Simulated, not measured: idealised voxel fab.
process module | voxel wiring stack
cross-section cut | 275 nm wide | cells 5 nm
A cross-section is a grid of square cells, given in bands from the top down. A band is one or more rows of cells.
Each band's line starts with the height of the band's top and of its bottom, in nm. Then come its materials from left to right, each with its width in nm. One material with "throughout" fills the band from edge to edge. "air" is empty space.
Height 0 is the level under which the wafer as received is all one material. The lowest band goes on downwards, as in "0 down".
A width such as "30 to 40" changes by the same amount from each row of cells to the next, from the band's top row to its bottom row.
"no change" after a step means that no cell of the cross-section changed.
closed voids: empty space of 8 cells or more with no open way to the top, each as width x height at its distance from the left edge, in nm
after a step's settings: what the simulator itself notes on the step
overlay nm, on a step with a mask: how far to the right of its planned place the mask lay; to the left if negative
Each pair below shows a cross-section before one step and the cross-section after it, down to the lowest band that changed. The line under each pair gives the step between them, with its settings. The pairs can come from different runs of this module on the same starting wafer, so a pair continues from the pair above only where its "before" says so.
before
  150 to 135: lowk 40 | air 25 | lowk 30 | air 25 | lowk 30 | air 25 | lowk 30 | air 25 | lowk 45
  135 to 120: lowk 40 | air 15 | lowk 40 | air 15 | lowk 40 | air 15 | lowk 40 | air 15 | lowk 55
  120 to 115: SiCN 40 | air 15 | SiCN 40 | air 15 | SiCN 40 | air 15 | SiCN 40 | air 15 | SiCN 55
  115 to 105: SiO2 40 | TiN 5 | Ru 15 | TiN 5 | SiO2 30 | TiN 5 | Ru 15 | TiN 5 | SiO2 30 | TiN 5 | Ru 15 | TiN 5 | SiO2 30 | TiN 5 | Ru 15 | TiN 5 | SiO2 45
  105 to 100: SiO2 40 | TiN 5 | Ru 5 | TiN 15 | SiO2 30 | TiN 5 | Ru 5 | TiN 15 | SiO2 30 | TiN 5 | Ru 5 | TiN 15 | SiO2 30 | TiN 5 | Ru 5 | TiN 15 | SiO2 45
  100 to 90: SiO2 40 | TiN 5 | Ru 5 | TiN 5 | SiO2 40 | TiN 5 | Ru 5 | TiN 5 | SiO2 40 | TiN 5 | Ru 5 | TiN 5 | SiO2 40 | TiN 5 | Ru 5 | TiN 5 | SiO2 55
  90 to 85: SiCN 40 | TiN 15 | SiCN 40 | TiN 15 | SiCN 40 | TiN 15 | SiCN 40 | TiN 15 | SiCN 55
  85 to 70: SiO2 35 | SiCN 5 | W 25 | SiCN 5 | SiO2 20 | SiCN 5 | W 25 | SiCN 5 | SiO2 20 | SiCN 5 | W 25 | SiCN 5 | SiO2 20 | SiCN 5 | W 25 | SiCN 5 | SiO2 40
  70 to 65: SiCN 40 | TiN 25 | SiCN 30 | TiN 25 | SiCN 30 | TiN 25 | SiCN 30 | TiN 25 | SiCN 45
  65 to 50: SiO2 40 | TiN 5 | Cu 5 | TiN 5 | SiO2 95 | TiN 5 | Cu 5 | TiN 5 | SiO2 110
  50 to 45: SiCN 40 | TiN 15 | SiCN 95 | TiN 15 | SiCN 110
  45 to 20: SiO2 30 | W 25 | SiO2 30 | W 25 | SiO2 30 | W 25 | SiO2 30 | W 25 | SiO2 55
  20 to 15: SiO2 30 | TiN 25 | SiO2 30 | TiN 25 | SiO2 30 | TiN 25 | SiO2 30 | TiN 25 | SiO2 55
  15 to 0: SiO2 throughout
  0 down: Si throughout
  closed voids: none
after
  155 to 150: TiN 45 | air 15 | TiN 40 | air 15 | TiN 40 | air 15 | TiN 40 | air 15 | TiN 50
  150 to 140: lowk 40 | TiN 5 | air 15 | TiN 5 | lowk 30 | TiN 5 | air 15 | TiN 5 | lowk 30 | TiN 5 | air 15 | TiN 5 | lowk 30 | TiN 5 | air 15 | TiN 5 | lowk 45
  140 to 135: lowk 40 | TiN 5 | air 5 | TiN 15 | lowk 30 | TiN 5 | air 5 | TiN 15 | lowk 30 | TiN 5 | air 5 | TiN 15 | lowk 30 | TiN 5 | air 5 | TiN 15 | lowk 45
  135 to 120: lowk 40 | TiN 5 | air 5 | TiN 5 | lowk 40 | TiN 5 | air 5 | TiN 5 | lowk 40 | TiN 5 | air 5 | TiN 5 | lowk 40 | TiN 5 | air 5 | TiN 5 | lowk 55
  120 to 115: SiCN 40 | TiN 15 | SiCN 40 | TiN 15 | SiCN 40 | TiN 15 | SiCN 40 | TiN 15 | SiCN 55
  below 115: unchanged
  closed voids: none
the step between: op CONFORMAL_DEP | material TiN | thk nm 5
before: the cross-section after the pair above
after
  165 to 155: Cu throughout
  155 to 150: TiN 45 | Cu 15 | TiN 40 | Cu 15 | TiN 40 | Cu 15 | TiN 40 | Cu 15 | TiN 50
  150 to 140: lowk 40 | TiN 5 | Cu 15 | TiN 5 | lowk 30 | TiN 5 | Cu 15 | TiN 5 | lowk 30 | TiN 5 | Cu 15 | TiN 5 | lowk 30 | TiN 5 | Cu 15 | TiN 5 | lowk 45
  140 to 135: lowk 40 | TiN 5 | Cu 5 | TiN 15 | lowk 30 | TiN 5 | Cu 5 | TiN 15 | lowk 30 | TiN 5 | Cu 5 | TiN 15 | lowk 30 | TiN 5 | Cu 5 | TiN 15 | lowk 45
  135 to 120: lowk 40 | TiN 5 | Cu 5 | TiN 5 | lowk 40 | TiN 5 | Cu 5 | TiN 5 | lowk 40 | TiN 5 | Cu 5 | TiN 5 | lowk 40 | TiN 5 | Cu 5 | TiN 5 | lowk 55
  below 120: unchanged
  closed voids: none
the step between: op FILL_DEP | material Cu | thk nm 10
before: the cross-section after the pair above
after
  150 to 140: lowk 40 | TiN 5 | Cu 15 | TiN 5 | lowk 30 | TiN 5 | Cu 15 | TiN 5 | lowk 30 | TiN 5 | Cu 15 | TiN 5 | lowk 30 | TiN 5 | Cu 15 | TiN 5 | lowk 45
  below 140: unchanged
  closed voids: none
the step between: op CMP | height nm 150
before: the cross-section after the pair above
after
  155 to 150: SiN throughout
  below 150: unchanged
  closed voids: none
the step between: op CONFORMAL_DEP | material SiN | thk nm 5
before
  70 to 65: TiN 45 | air 5 | TiN 105 | air 5 | TiN 115
  65 to 50: SiO2 40 | TiN 5 | air 5 | TiN 5 | SiO2 95 | TiN 5 | air 5 | TiN 5 | SiO2 110
  50 to 45: SiCN 40 | TiN 15 | SiCN 95 | TiN 15 | SiCN 110
  45 to 20: SiO2 40 | W 25 | SiO2 30 | W 25 | SiO2 30 | W 25 | SiO2 30 | W 25 | SiO2 45
  20 to 15: SiO2 40 | TiN 25 | SiO2 30 | TiN 25 | SiO2 30 | TiN 25 | SiO2 30 | TiN 25 | SiO2 45
  15 to 0: SiO2 throughout
  0 down: Si throughout
  closed voids: none
after
  80 to 70: W throughout
  70 to 65: TiN 45 | W 5 | TiN 105 | W 5 | TiN 115
  65 to 50: SiO2 40 | TiN 5 | W 5 | TiN 5 | SiO2 95 | TiN 5 | W 5 | TiN 5 | SiO2 110
  below 50: unchanged
  closed voids: none
the step between: op FILL_DEP | material W | thk nm 10
before: the cross-section after the pair above
after
  65 to 50: SiO2 40 | TiN 5 | W 5 | TiN 5 | SiO2 95 | TiN 5 | W 5 | TiN 5 | SiO2 110
  below 50: unchanged
  closed voids: none
the step between: op CMP | height nm 65
before: the cross-section after the pair above
after
  70 to 65: TiN throughout
  below 65: unchanged
  closed voids: none
the step between: op DIRECTIONAL_DEP | material TiN | thk nm 5
before: the cross-section after the pair above
after
  85 to 70: W throughout
  below 70: unchanged
  closed voids: none
the step between: op DIRECTIONAL_DEP | material W | thk nm 15
before: the cross-section after the pair above
after
  105 to 85: air 40 | resist 25 | air 30 | resist 25 | air 30 | resist 25 | air 30 | resist 25 | air 45
  below 85: unchanged
  closed voids: none
the step between: op PATTERN | tone cover | mask id METAL_2 | material resist | width nm 25 | pitch nm 55 | thk nm 20 | overlay nm 0
before: the cross-section after the pair above
after
  105 to 85: air 40 | resist 25 | air 30 | resist 25 | air 30 | resist 25 | air 30 | resist 25 | air 45
  85 to 70: air 40 | W 25 | air 30 | W 25 | air 30 | W 25 | air 30 | W 25 | air 45
  below 70: unchanged
  closed voids: none
the step between: op DIRECTIONAL_ETCH | etch materials W | depth nm 15
before: the cross-section after the pair above
after
  105 to 85: air 40 | resist 25 | air 30 | resist 25 | air 30 | resist 25 | air 30 | resist 25 | air 45
  85 to 70: air 40 | W 25 | air 30 | W 25 | air 30 | W 25 | air 30 | W 25 | air 45
  70 to 65: air 40 | TiN 25 | air 30 | TiN 25 | air 30 | TiN 25 | air 30 | TiN 25 | air 45
  below 65: unchanged
  closed voids: none
the step between: op DIRECTIONAL_ETCH | etch materials TiN | depth nm 5
before: the cross-section after the pair above
after
  85 to 70: air 40 | W 25 | air 30 | W 25 | air 30 | W 25 | air 30 | W 25 | air 45
  below 70: unchanged
  closed voids: none
the step between: op STRIP | etch materials resist
before: the cross-section after the pair above
after
  90 to 85: air 35 | SiCN 35 | air 20 | SiCN 35 | air 20 | SiCN 35 | air 20 | SiCN 35 | air 40
  85 to 70: air 35 | SiCN 5 | W 25 | SiCN 5 | air 20 | SiCN 5 | W 25 | SiCN 5 | air 20 | SiCN 5 | W 25 | SiCN 5 | air 20 | SiCN 5 | W 25 | SiCN 5 | air 40
  70 to 65: SiCN 40 | TiN 25 | SiCN 30 | TiN 25 | SiCN 30 | TiN 25 | SiCN 30 | TiN 25 | SiCN 45
  below 65: unchanged
  closed voids: none
the step between: op CONFORMAL_DEP | material SiCN | thk nm 5
before: the cross-section after the pair above
after
  100 to 90: SiO2 throughout
  90 to 85: SiO2 35 | SiCN 35 | SiO2 20 | SiCN 35 | SiO2 20 | SiCN 35 | SiO2 20 | SiCN 35 | SiO2 40
  85 to 70: SiO2 35 | SiCN 5 | W 25 | SiCN 5 | SiO2 20 | SiCN 5 | W 25 | SiCN 5 | SiO2 20 | SiCN 5 | W 25 | SiCN 5 | SiO2 20 | SiCN 5 | W 25 | SiCN 5 | SiO2 40
  below 70: unchanged
  closed voids: none
the step between: op FILL_DEP | material SiO2 | thk nm 10
before: the cross-section after the pair above
after
  85 to 70: SiO2 35 | SiCN 5 | W 25 | SiCN 5 | SiO2 20 | SiCN 5 | W 25 | SiCN 5 | SiO2 20 | SiCN 5 | W 25 | SiCN 5 | SiO2 20 | SiCN 5 | W 25 | SiCN 5 | SiO2 40
  below 70: unchanged
  closed voids: none
the step between: op CMP | height nm 85
before: the cross-section after the pair above
after
  90 to 85: SiCN throughout
  below 85: unchanged
  closed voids: none
the step between: op CONFORMAL_DEP | material SiCN | thk nm 5
before: the cross-section after the pair above
after
  115 to 90: SiO2 throughout
  below 90: unchanged
  closed voids: none
the step between: op DIRECTIONAL_DEP | material SiO2 | thk nm 25
before: the cross-section after the pair above
after
  135 to 115: resist 40 | air 25 | resist 30 | air 25 | resist 30 | air 25 | resist 30 | air 25 | resist 45
  below 115: unchanged
  closed voids: none
the step between: op PATTERN | tone open | mask id METAL_3 | material resist | width nm 25 | pitch nm 55 | thk nm 20 | overlay nm 0
before: the cross-section after the pair above
after
  135 to 115: resist 40 | air 25 | resist 30 | air 25 | resist 30 | air 25 | resist 30 | air 25 | resist 45
  115 to 100: SiO2 40 | air 25 | SiO2 30 | air 25 | SiO2 30 | air 25 | SiO2 30 | air 25 | SiO2 45
  below 100: unchanged
  closed voids: none
the step between: op DIRECTIONAL_ETCH | etch materials SiO2 | depth nm 15
before: the cross-section after the pair above
after
  115 to 100: SiO2 40 | air 25 | SiO2 30 | air 25 | SiO2 30 | air 25 | SiO2 30 | air 25 | SiO2 45
  below 100: unchanged
  closed voids: none
the step between: op STRIP | etch materials resist
before: the cross-section after the pair above
after
  135 to 115: resist 40 | air 15 | resist 40 | air 15 | resist 40 | air 15 | resist 40 | air 15 | resist 55
  115 to 100: SiO2 40 | air 15 | resist 10 | SiO2 30 | air 15 | resist 10 | SiO2 30 | air 15 | resist 10 | SiO2 30 | air 15 | resist 10 | SiO2 45
  below 100: unchanged
  closed voids: none
the step between: op PATTERN | tone open | mask id METAL_3_HOLES | material resist | width nm 15 | pitch nm 55 | thk nm 20 | overlay nm 0
before: the cross-section after the pair above
after
  135 to 115: resist 40 | air 15 | resist 40 | air 15 | resist 40 | air 15 | resist 40 | air 15 | resist 55
  115 to 100: SiO2 40 | air 15 | resist 10 | SiO2 30 | air 15 | resist 10 | SiO2 30 | air 15 | resist 10 | SiO2 30 | air 15 | resist 10 | SiO2 45
  100 to 90: SiO2 40 | air 15 | SiO2 40 | air 15 | SiO2 40 | air 15 | SiO2 40 | air 15 | SiO2 55
  below 90: unchanged
  closed voids: none
the step between: op DIRECTIONAL_ETCH | etch materials SiO2 | depth nm 10
before: the cross-section after the pair above
after
  135 to 115: resist 40 | air 15 | resist 40 | air 15 | resist 40 | air 15 | resist 40 | air 15 | resist 55
  115 to 100: SiO2 40 | air 15 | resist 10 | SiO2 30 | air 15 | resist 10 | SiO2 30 | air 15 | resist 10 | SiO2 30 | air 15 | resist 10 | SiO2 45
  100 to 90: SiO2 40 | air 15 | SiO2 40 | air 15 | SiO2 40 | air 15 | SiO2 40 | air 15 | SiO2 55
  90 to 85: SiCN 40 | air 15 | SiCN 40 | air 15 | SiCN 40 | air 15 | SiCN 40 | air 15 | SiCN 55
  below 85: unchanged
  closed voids: none
the step between: op DIRECTIONAL_ETCH | etch materials SiCN | depth nm 5
before: the cross-section after the pair above
after
  115 to 100: SiO2 40 | air 25 | SiO2 30 | air 25 | SiO2 30 | air 25 | SiO2 30 | air 25 | SiO2 45
  below 100: unchanged
  closed voids: none
the step between: op STRIP | etch materials resist
before: the cross-section after the pair above
after
  120 to 115: TiN 45 | air 15 | TiN 40 | air 15 | TiN 40 | air 15 | TiN 40 | air 15 | TiN 50
  115 to 105: SiO2 40 | TiN 5 | air 15 | TiN 5 | SiO2 30 | TiN 5 | air 15 | TiN 5 | SiO2 30 | TiN 5 | air 15 | TiN 5 | SiO2 30 | TiN 5 | air 15 | TiN 5 | SiO2 45
  105 to 100: SiO2 40 | TiN 5 | air 5 | TiN 15 | SiO2 30 | TiN 5 | air 5 | TiN 15 | SiO2 30 | TiN 5 | air 5 | TiN 15 | SiO2 30 | TiN 5 | air 5 | TiN 15 | SiO2 45
  100 to 90: SiO2 40 | TiN 5 | air 5 | TiN 5 | SiO2 40 | TiN 5 | air 5 | TiN 5 | SiO2 40 | TiN 5 | air 5 | TiN 5 | SiO2 40 | TiN 5 | air 5 | TiN 5 | SiO2 55
  90 to 85: SiCN 40 | TiN 15 | SiCN 40 | TiN 15 | SiCN 40 | TiN 15 | SiCN 40 | TiN 15 | SiCN 55
  below 85: unchanged
  closed voids: none
the step between: op CONFORMAL_DEP | material TiN | thk nm 5
before: the cross-section after the pair above
after
  125 to 120: Ru throughout
  120 to 115: TiN 45 | Ru 15 | TiN 40 | Ru 15 | TiN 40 | Ru 15 | TiN 40 | Ru 15 | TiN 50
  115 to 105: SiO2 40 | TiN 5 | Ru 15 | TiN 5 | SiO2 30 | TiN 5 | Ru 15 | TiN 5 | SiO2 30 | TiN 5 | Ru 15 | TiN 5 | SiO2 30 | TiN 5 | Ru 15 | TiN 5 | SiO2 45
  105 to 100: SiO2 40 | TiN 5 | Ru 5 | TiN 15 | SiO2 30 | TiN 5 | Ru 5 | TiN 15 | SiO2 30 | TiN 5 | Ru 5 | TiN 15 | SiO2 30 | TiN 5 | Ru 5 | TiN 15 | SiO2 45
  100 to 90: SiO2 40 | TiN 5 | Ru 5 | TiN 5 | SiO2 40 | TiN 5 | Ru 5 | TiN 5 | SiO2 40 | TiN 5 | Ru 5 | TiN 5 | SiO2 40 | TiN 5 | Ru 5 | TiN 5 | SiO2 55
  below 90: unchanged
  closed voids: none
the step between: op FILL_DEP | material Ru | thk nm 5
before: the cross-section after the pair above
after
  115 to 105: SiO2 40 | TiN 5 | Ru 15 | TiN 5 | SiO2 30 | TiN 5 | Ru 15 | TiN 5 | SiO2 30 | TiN 5 | Ru 15 | TiN 5 | SiO2 30 | TiN 5 | Ru 15 | TiN 5 | SiO2 45
  below 105: unchanged
  closed voids: none
the step between: op CMP | height nm 115
before: the cross-section after the pair above
after
  120 to 115: SiCN throughout
  below 115: unchanged
  closed voids: none
the step between: op CONFORMAL_DEP | material SiCN | thk nm 5
before: the cross-section after the pair above
after
  150 to 120: lowk throughout
  below 120: unchanged
  closed voids: none
the step between: op DIRECTIONAL_DEP | material lowk | thk nm 30
before: the cross-section after the pair above
after
  165 to 150: aC throughout
  below 150: unchanged
  closed voids: none
the step between: op DIRECTIONAL_DEP | material aC | thk nm 15
before: the cross-section after the pair above
after
  200 to 165: resist 40 | air 25 | resist 30 | air 25 | resist 30 | air 25 | resist 30 | air 25 | resist 45
  below 165: unchanged
  closed voids: none
the step between: op PATTERN | tone open | mask id METAL_4 | material resist | width nm 25 | pitch nm 55 | thk nm 35 | overlay nm 0
before: the cross-section after the pair above
after
  185 to 165: resist 40 | air 25 | resist 30 | air 25 | resist 30 | air 25 | resist 30 | air 25 | resist 45
  165 to 150: aC 40 | air 25 | aC 30 | air 25 | aC 30 | air 25 | aC 30 | air 25 | aC 45
  below 150: unchanged
  closed voids: none
the step between: op DIRECTIONAL_ETCH | etch materials aC | depth nm 15
before: the cross-section after the pair above
after
  165 to 150: aC 40 | air 25 | aC 30 | air 25 | aC 30 | air 25 | aC 30 | air 25 | aC 45
  below 150: unchanged
  closed voids: none
the step between: op STRIP | etch materials resist
before: the cross-section after the pair above
after
  165 to 150: aC 40 | air 25 | aC 30 | air 25 | aC 30 | air 25 | aC 30 | air 25 | aC 45
  150 to 135: lowk 40 | air 25 | lowk 30 | air 25 | lowk 30 | air 25 | lowk 30 | air 25 | lowk 45
  below 135: unchanged
  closed voids: none
the step between: op DIRECTIONAL_ETCH | etch materials lowk | depth nm 15
before: the cross-section after the pair above
after
  150 to 135: lowk 40 | air 25 | lowk 30 | air 25 | lowk 30 | air 25 | lowk 30 | air 25 | lowk 45
  below 135: unchanged
  closed voids: none
the step between: op STRIP | etch materials aC
before: the cross-section after the pair above
after
  160 to 150: aC 40 | air 25 | aC 30 | air 25 | aC 30 | air 25 | aC 30 | air 25 | aC 45
  150 to 145: lowk 40 | air 25 | lowk 30 | air 25 | lowk 30 | air 25 | lowk 30 | air 25 | lowk 45
  145 to 135: lowk 40 | aC 25 | lowk 30 | aC 25 | lowk 30 | aC 25 | lowk 30 | aC 25 | lowk 45
  below 135: unchanged
  closed voids: none
the step between: op DIRECTIONAL_DEP | material aC | thk nm 10
before: the cross-section after the pair above
after
  185 to 160: resist 40 | air 15 | resist 40 | air 15 | resist 40 | air 15 | resist 40 | air 15 | resist 55
  160 to 150: aC 40 | air 15 | resist 10 | aC 30 | air 15 | resist 10 | aC 30 | air 15 | resist 10 | aC 30 | air 15 | resist 10 | aC 45
  150 to 145: lowk 40 | air 15 | resist 10 | lowk 30 | air 15 | resist 10 | lowk 30 | air 15 | resist 10 | lowk 30 | air 15 | resist 10 | lowk 45
  below 145: unchanged
  closed voids: none
the step between: op PATTERN | tone open | mask id METAL_4_HOLES | material resist | width nm 15 | pitch nm 55 | thk nm 25 | overlay nm 0
before: the cross-section after the pair above
after
  175 to 160: resist 40 | air 15 | resist 40 | air 15 | resist 40 | air 15 | resist 40 | air 15 | resist 55
  160 to 150: aC 40 | air 15 | resist 10 | aC 30 | air 15 | resist 10 | aC 30 | air 15 | resist 10 | aC 30 | air 15 | resist 10 | aC 45
  150 to 145: lowk 40 | air 15 | resist 10 | lowk 30 | air 15 | resist 10 | lowk 30 | air 15 | resist 10 | lowk 30 | air 15 | resist 10 | lowk 45
  145 to 135: lowk 40 | air 15 | aC 10 | lowk 30 | air 15 | aC 10 | lowk 30 | air 15 | aC 10 | lowk 30 | air 15 | aC 10 | lowk 45
  below 135: unchanged
  closed voids: none
the step between: op DIRECTIONAL_ETCH | etch materials aC | depth nm 10
before: the cross-section after the pair above
after
  160 to 150: aC 40 | air 25 | aC 30 | air 25 | aC 30 | air 25 | aC 30 | air 25 | aC 45
  150 to 145: lowk 40 | air 25 | lowk 30 | air 25 | lowk 30 | air 25 | lowk 30 | air 25 | lowk 45
  below 145: unchanged
  closed voids: none
the step between: op STRIP | etch materials resist
before: the cross-section after the pair above
after
  160 to 150: aC 40 | air 25 | aC 30 | air 25 | aC 30 | air 25 | aC 30 | air 25 | aC 45
  150 to 145: lowk 40 | air 25 | lowk 30 | air 25 | lowk 30 | air 25 | lowk 30 | air 25 | lowk 45
  145 to 135: lowk 40 | air 15 | aC 10 | lowk 30 | air 15 | aC 10 | lowk 30 | air 15 | aC 10 | lowk 30 | air 15 | aC 10 | lowk 45
  135 to 120: lowk 40 | air 15 | lowk 40 | air 15 | lowk 40 | air 15 | lowk 40 | air 15 | lowk 55
  below 120: unchanged
  closed voids: none
the step between: op DIRECTIONAL_ETCH | etch materials lowk | depth nm 15
before: the cross-section after the pair above
after
  160 to 150: aC 40 | air 25 | aC 30 | air 25 | aC 30 | air 25 | aC 30 | air 25 | aC 45
  150 to 145: lowk 40 | air 25 | lowk 30 | air 25 | lowk 30 | air 25 | lowk 30 | air 25 | lowk 45
  145 to 135: lowk 40 | air 15 | aC 10 | lowk 30 | air 15 | aC 10 | lowk 30 | air 15 | aC 10 | lowk 30 | air 15 | aC 10 | lowk 45
  135 to 120: lowk 40 | air 15 | lowk 40 | air 15 | lowk 40 | air 15 | lowk 40 | air 15 | lowk 55
  120 to 115: SiCN 40 | air 15 | SiCN 40 | air 15 | SiCN 40 | air 15 | SiCN 40 | air 15 | SiCN 55
  below 115: unchanged
  closed voids: none
the step between: op DIRECTIONAL_ETCH | etch materials SiCN | depth nm 5
before: the cross-section after the pair above
after
  150 to 135: lowk 40 | air 25 | lowk 30 | air 25 | lowk 30 | air 25 | lowk 30 | air 25 | lowk 45
  below 135: unchanged
  closed voids: none
the step between: op STRIP | etch materials aC
before: the cross-section after the pair above
after
  155 to 150: TiN 45 | air 15 | TiN 40 | air 15 | TiN 40 | air 15 | TiN 40 | air 15 | TiN 50
  150 to 140: lowk 40 | TiN 5 | air 15 | TiN 5 | lowk 30 | TiN 5 | air 15 | TiN 5 | lowk 30 | TiN 5 | air 15 | TiN 5 | lowk 30 | TiN 5 | air 15 | TiN 5 | lowk 45
  140 to 135: lowk 40 | TiN 5 | air 5 | TiN 15 | lowk 30 | TiN 5 | air 5 | TiN 15 | lowk 30 | TiN 5 | air 5 | TiN 15 | lowk 30 | TiN 5 | air 5 | TiN 15 | lowk 45
  135 to 120: lowk 40 | TiN 5 | air 5 | TiN 5 | lowk 40 | TiN 5 | air 5 | TiN 5 | lowk 40 | TiN 5 | air 5 | TiN 5 | lowk 40 | TiN 5 | air 5 | TiN 5 | lowk 55
  120 to 115: SiCN 40 | TiN 15 | SiCN 40 | TiN 15 | SiCN 40 | TiN 15 | SiCN 40 | TiN 15 | SiCN 55
  below 115: unchanged
  closed voids: none
the step between: op CONFORMAL_DEP | material TiN | thk nm 5
before: the cross-section after the pair above
after
  165 to 155: Cu throughout
  155 to 150: TiN 45 | Cu 15 | TiN 40 | Cu 15 | TiN 40 | Cu 15 | TiN 40 | Cu 15 | TiN 50
  150 to 140: lowk 40 | TiN 5 | Cu 15 | TiN 5 | lowk 30 | TiN 5 | Cu 15 | TiN 5 | lowk 30 | TiN 5 | Cu 15 | TiN 5 | lowk 30 | TiN 5 | Cu 15 | TiN 5 | lowk 45
  140 to 135: lowk 40 | TiN 5 | Cu 5 | TiN 15 | lowk 30 | TiN 5 | Cu 5 | TiN 15 | lowk 30 | TiN 5 | Cu 5 | TiN 15 | lowk 30 | TiN 5 | Cu 5 | TiN 15 | lowk 45
  135 to 120: lowk 40 | TiN 5 | Cu 5 | TiN 5 | lowk 40 | TiN 5 | Cu 5 | TiN 5 | lowk 40 | TiN 5 | Cu 5 | TiN 5 | lowk 40 | TiN 5 | Cu 5 | TiN 5 | lowk 55
  below 120: unchanged
  closed voids: none
the step between: op FILL_DEP | material Cu | thk nm 10
before: the cross-section after the pair above
after
  150 to 140: lowk 40 | TiN 5 | Cu 15 | TiN 5 | lowk 30 | TiN 5 | Cu 15 | TiN 5 | lowk 30 | TiN 5 | Cu 15 | TiN 5 | lowk 30 | TiN 5 | Cu 15 | TiN 5 | lowk 45
  below 140: unchanged
  closed voids: none
the step between: op CMP | height nm 150
before: the cross-section after the pair above
after
  155 to 150: SiN throughout
  below 150: unchanged
  closed voids: none
the step between: op CONFORMAL_DEP | material SiN | thk nm 5
before
  115 to 100: SiO2 40 | air 25 | SiO2 30 | air 25 | SiO2 30 | air 25 | SiO2 30 | air 25 | SiO2 45
  100 to 90: SiO2 throughout
  90 to 85: SiCN throughout
  85 to 70: SiO2 35 | SiCN 5 | W 25 | SiCN 5 | SiO2 20 | SiCN 5 | W 25 | SiCN 5 | SiO2 20 | SiCN 5 | W 25 | SiCN 5 | SiO2 20 | SiCN 5 | W 25 | SiCN 5 | SiO2 40
  70 to 65: SiCN 40 | TiN 25 | SiCN 30 | TiN 25 | SiCN 30 | TiN 25 | SiCN 30 | TiN 25 | SiCN 45
  65 to 50: SiO2 40 | TiN 5 | Cu 5 | TiN 5 | SiO2 95 | TiN 5 | Cu 5 | TiN 5 | SiO2 110
  50 to 45: SiCN 40 | TiN 15 | SiCN 95 | TiN 15 | SiCN 110
  45 to 20: SiO2 40 | W 25 | SiO2 30 | W 25 | SiO2 30 | W 25 | SiO2 30 | W 25 | SiO2 45
  20 to 15: SiO2 40 | TiN 25 | SiO2 30 | TiN 25 | SiO2 30 | TiN 25 | SiO2 30 | TiN 25 | SiO2 45
  15 to 0: SiO2 throughout
  0 down: Si throughout
  closed voids: none
after
  135 to 115: air 40 | resist 15 | air 40 | resist 15 | air 40 | resist 15 | air 40 | resist 15 | air 55
  115 to 100: SiO2 40 | resist 15 | air 10 | SiO2 30 | resist 15 | air 10 | SiO2 30 | resist 15 | air 10 | SiO2 30 | resist 15 | air 10 | SiO2 45
  below 100: unchanged
  closed voids: none
the step between: op PATTERN | tone cover | mask id METAL_3_HOLES | material resist | width nm 15 | pitch nm 55 | thk nm 20 | overlay nm 0
before: the cross-section after the pair above
after
  135 to 105: air 40 | resist 15 | air 40 | resist 15 | air 40 | resist 15 | air 40 | resist 15 | air 55
  105 to 100: SiO2 40 | resist 15 | air 10 | SiO2 30 | resist 15 | air 10 | SiO2 30 | resist 15 | air 10 | SiO2 30 | resist 15 | air 10 | SiO2 45
  100 to 90: SiO2 55 | air 10 | SiO2 45 | air 10 | SiO2 45 | air 10 | SiO2 45 | air 10 | SiO2 45
  below 90: unchanged
  closed voids: none
the step between: op DIRECTIONAL_ETCH | etch materials SiO2 | depth nm 10
before: the cross-section after the pair above
after
  135 to 105: air 40 | resist 15 | air 40 | resist 15 | air 40 | resist 15 | air 40 | resist 15 | air 55
  105 to 100: SiO2 40 | resist 15 | air 10 | SiO2 30 | resist 15 | air 10 | SiO2 30 | resist 15 | air 10 | SiO2 30 | resist 15 | air 10 | SiO2 45
  100 to 90: SiO2 55 | air 10 | SiO2 45 | air 10 | SiO2 45 | air 10 | SiO2 45 | air 10 | SiO2 45
  90 to 85: SiCN 55 | air 10 | SiCN 45 | air 10 | SiCN 45 | air 10 | SiCN 45 | air 10 | SiCN 45
  below 85: unchanged
  closed voids: none
the step between: op DIRECTIONAL_ETCH | etch materials SiCN | depth nm 5
before: the cross-section after the pair above
after
  105 to 100: SiO2 40 | air 25 | SiO2 30 | air 25 | SiO2 30 | air 25 | SiO2 30 | air 25 | SiO2 45
  below 100: unchanged
  closed voids: none
the step between: op STRIP | etch materials resist
before: the cross-section after the pair above
after
  110 to 105: TiN 45 | air 15 | TiN 40 | air 15 | TiN 40 | air 15 | TiN 40 | air 15 | TiN 50
  105 to 100: SiO2 40 | TiN 25 | SiO2 30 | TiN 25 | SiO2 30 | TiN 25 | SiO2 30 | TiN 25 | SiO2 45
  100 to 90: SiO2 55 | TiN 10 | SiO2 45 | TiN 10 | SiO2 45 | TiN 10 | SiO2 45 | TiN 10 | SiO2 45
  90 to 85: SiCN 55 | TiN 10 | SiCN 45 | TiN 10 | SiCN 45 | TiN 10 | SiCN 45 | TiN 10 | SiCN 45
  below 85: unchanged
  closed voids: none
the step between: op CONFORMAL_DEP | material TiN | thk nm 5
before: the cross-section after the pair above
after
  115 to 110: Ru throughout
  110 to 105: TiN 45 | Ru 15 | TiN 40 | Ru 15 | TiN 40 | Ru 15 | TiN 40 | Ru 15 | TiN 50
  below 105: unchanged
  closed voids: none
the step between: op FILL_DEP | material Ru | thk nm 5
before: the cross-section after the pair above
after
  120 to 115: SiCN throughout
  below 115: unchanged
  closed voids: none
the step between: op CONFORMAL_DEP | material SiCN | thk nm 5
before: the cross-section after the pair above
after
  150 to 120: lowk throughout
  below 120: unchanged
  closed voids: none
the step between: op DIRECTIONAL_DEP | material lowk | thk nm 30
before: the cross-section after the pair above
after
  165 to 150: aC throughout
  below 150: unchanged
  closed voids: none
the step between: op DIRECTIONAL_DEP | material aC | thk nm 15
before: the cross-section after the pair above
after
  200 to 165: resist 40 | air 25 | resist 30 | air 25 | resist 30 | air 25 | resist 30 | air 25 | resist 45
  below 165: unchanged
  closed voids: none
the step between: op PATTERN | tone open | mask id METAL_4 | material resist | width nm 25 | pitch nm 55 | thk nm 35 | overlay nm 0
before: the cross-section after the pair above
after
  185 to 165: resist 40 | air 25 | resist 30 | air 25 | resist 30 | air 25 | resist 30 | air 25 | resist 45
  165 to 150: aC 40 | air 25 | aC 30 | air 25 | aC 30 | air 25 | aC 30 | air 25 | aC 45
  below 150: unchanged
  closed voids: none
the step between: op DIRECTIONAL_ETCH | etch materials aC | depth nm 15
before: the cross-section after the pair above
after
  165 to 150: aC 40 | air 25 | aC 30 | air 25 | aC 30 | air 25 | aC 30 | air 25 | aC 45
  below 150: unchanged
  closed voids: none
the step between: op STRIP | etch materials resist
before: the cross-section after the pair above
after
  165 to 150: aC 40 | air 25 | aC 30 | air 25 | aC 30 | air 25 | aC 30 | air 25 | aC 45
  150 to 135: lowk 40 | air 25 | lowk 30 | air 25 | lowk 30 | air 25 | lowk 30 | air 25 | lowk 45
  below 135: unchanged
  closed voids: none
the step between: op DIRECTIONAL_ETCH | etch materials lowk | depth nm 15
before: the cross-section after the pair above
after
  150 to 135: lowk 40 | air 25 | lowk 30 | air 25 | lowk 30 | air 25 | lowk 30 | air 25 | lowk 45
  below 135: unchanged
  closed voids: none
the step between: op STRIP | etch materials aC
